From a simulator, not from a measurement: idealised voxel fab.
The following is a process module called voxel released beams.
Displayed cross-section: cut, width of 140 nm, square cells sized 5 nm.
This document writes a cross-section as a grid whose cells are square, and gives it as bands, listed from the top down; one or more rows of cells form a band. Top, bottom (nm), then materials left to right with widths (nm); lone material tagged "everywhere" fills the whole band edge to edge; "empty" = empty space. Heights are expressed relative to 0, this being the level below which the as-received wafer comprises one material exclusively. The lowest band is unbounded in the downward direction and is denoted as in "0 -> down". Width spec "30 to 40" -> top row of cells at first value, bottom row at second value, equal per-row change in between. "stayed the same" after a step means that no cell of the cross-section changed. Empty spaces without an open route to the top, at least 8 cells in extent, make up the entry "Fully closed voids"; each is given as width x height at distance, where the distance is measured from the left edge, and all are in nm. Read whatever lies past the settings on a step's line as the simulator's own remark about the step. The line of a step may include "overlay nm". On a step with a mask, this value is how far to the right of its planned place the mask lay. A negative value means the mask lay to the left.

**The following list gives the planned process steps**
1) RECEIVE: material Si
2) CONFORMAL_DEP: material Al2O3, thk nm 10
3) DIRECTIONAL_DEP: material SiO2, thk nm 20
4) DIRECTIONAL_DEP: material aC, thk nm 10
5) PATTERN: tone open, mask id ANCHOR, material resist, width nm 35, thk nm 25, overlay nm 0
6) DIRECTIONAL_ETCH: etch materials aC, depth nm 10
7) STRIP: etch materials resist
8) DIRECTIONAL_ETCH: etch materials SiO2, depth nm 20
9) STRIP: etch materials aC
10) CONFORMAL_DEP: material W, thk nm 15
11) MASKED_ETCH: tone cover, mask id BEAM, width nm 105, etch materials W, depth nm 15, overlay nm 0
12) STRIP: etch materials SiO2

**Below: the first of two wafers, run as planned**

**Incoming wafer, cross-sectional view, post step 1**
> 0 -> down = Si everywhere
> Fully closed voids: none

**After step 2, in cross-section**
> 10 -> 0 = Al2O3 everywhere
> Below 0, no change.

**After step 3, in cross-section**
> 30 -> 10 = SiO2 everywhere
> Below 10, no change.

**After step 4, in cross-section**
> 40 -> 30 = aC everywhere
> Below 30, no change.

**After step 5, in cross-section**
> 65 -> 40 = resist: 20  empty: 35  resist: 85
> Below 40, no change.

**After step 6, in cross-section**
> 55 -> 40 = resist: 20  empty: 35  resist: 85
> 40 -> 30 = aC: 20  empty: 35  aC: 85
> Below 30, no change.

**After step 7, in cross-section**
> 40 -> 30 = aC: 20  empty: 35  aC: 85
> Below 30, no change.

**After step 8, in cross-section**
> 40 -> 30 = aC: 20  empty: 35  aC: 85
> 30 -> 10 = SiO2: 20  empty: 35  SiO2: 85
> Below 10, no change.

**After step 9, in cross-section**
> 30 -> 10 = SiO2: 20  empty: 35  SiO2: 85
> Below 10, no change.

**After step 10, in cross-section**
> 45 -> 30 = W: 35  empty: 5  W: 100
> 30 -> 25 = SiO2: 20  W: 15  empty: 5  W: 15  SiO2: 85
> 25 -> 10 = SiO2: 20  W: 35  SiO2: 85
> Below 10, no change.

**After step 11, in cross-section**
> 45 -> 30 = empty: 15  W: 20  empty: 5  W: 80  empty: 20
> Below 30, no change.

**After step 12, in cross-section**
> 45 -> 30 = empty: 15  W: 20  empty: 5  W: 80  empty: 20
> 30 -> 25 = empty: 20  W: 15  empty: 5  W: 15  empty: 85
> 25 -> 10 = empty: 20  W: 35  empty: 85
> Below 10, no change.

**Now the other wafer: same start, same recipe, but we messed up one thing when running it. Up to and including step 4 it's the same as the first one**

**Cross-section, second wafer, at the end time the plan gives for step 5**
> 65 -> 40 = resist: 15  empty: 35  resist: 90
> Below 40, no change.

**Cross-section, second wafer, at the end time the plan gives for step 6**
> 55 -> 40 = resist: 15  empty: 35  resist: 90
> 40 -> 30 = aC: 15  empty: 35  aC: 90
> Below 30, no change.

**Cross-section, second wafer, at the end time the plan gives for step 7**
> 40 -> 30 = aC: 15  empty: 35  aC: 90
> Below 30, no change.

**Cross-section, second wafer, at the end time the plan gives for step 8**
> 40 -> 30 = aC: 15  empty: 35  aC: 90
> 30 -> 10 = SiO2: 15  empty: 35  SiO2: 90
> Below 10, no change.

**Cross-section, second wafer, at the end time the plan gives for step 9**
> 30 -> 10 = SiO2: 15  empty: 35  SiO2: 90
> Below 10, no change.

**Cross-section, second wafer, at the end time the plan gives for step 10**
> 45 -> 30 = W: 30  empty: 5  W: 105
> 30 -> 25 = SiO2: 15  W: 15  empty: 5  W: 15  SiO2: 90
> 25 -> 10 = SiO2: 15  W: 35  SiO2: 90
> Below 10, no change.

**Cross-section, second wafer, at the end time the plan gives for step 11**
> 45 -> 30 = empty: 15  W: 15  empty: 5  W: 85  empty: 20
> Below 30, no change.

**Cross-section, second wafer, at the end time the plan gives for step 12**
> 45 -> 30 = empty: 15  W: 15  empty: 5  W: 85  empty: 20
> 30 -> 25 = empty: 15  W: 15  empty: 5  W: 15  empty: 90
> 25 -> 10 = empty: 15  W: 35  empty: 90
> Below 10, no change.
Finding, execution versus plan: step 5 changed vs plan, executed as PATTERN: tone open, mask id ANCHOR, material resist, width nm 35, thk nm 25, overlay nm -5
Same inventory, different map: at the end, the second wafer holds as many cells of each material as the first, placed elsewhere.
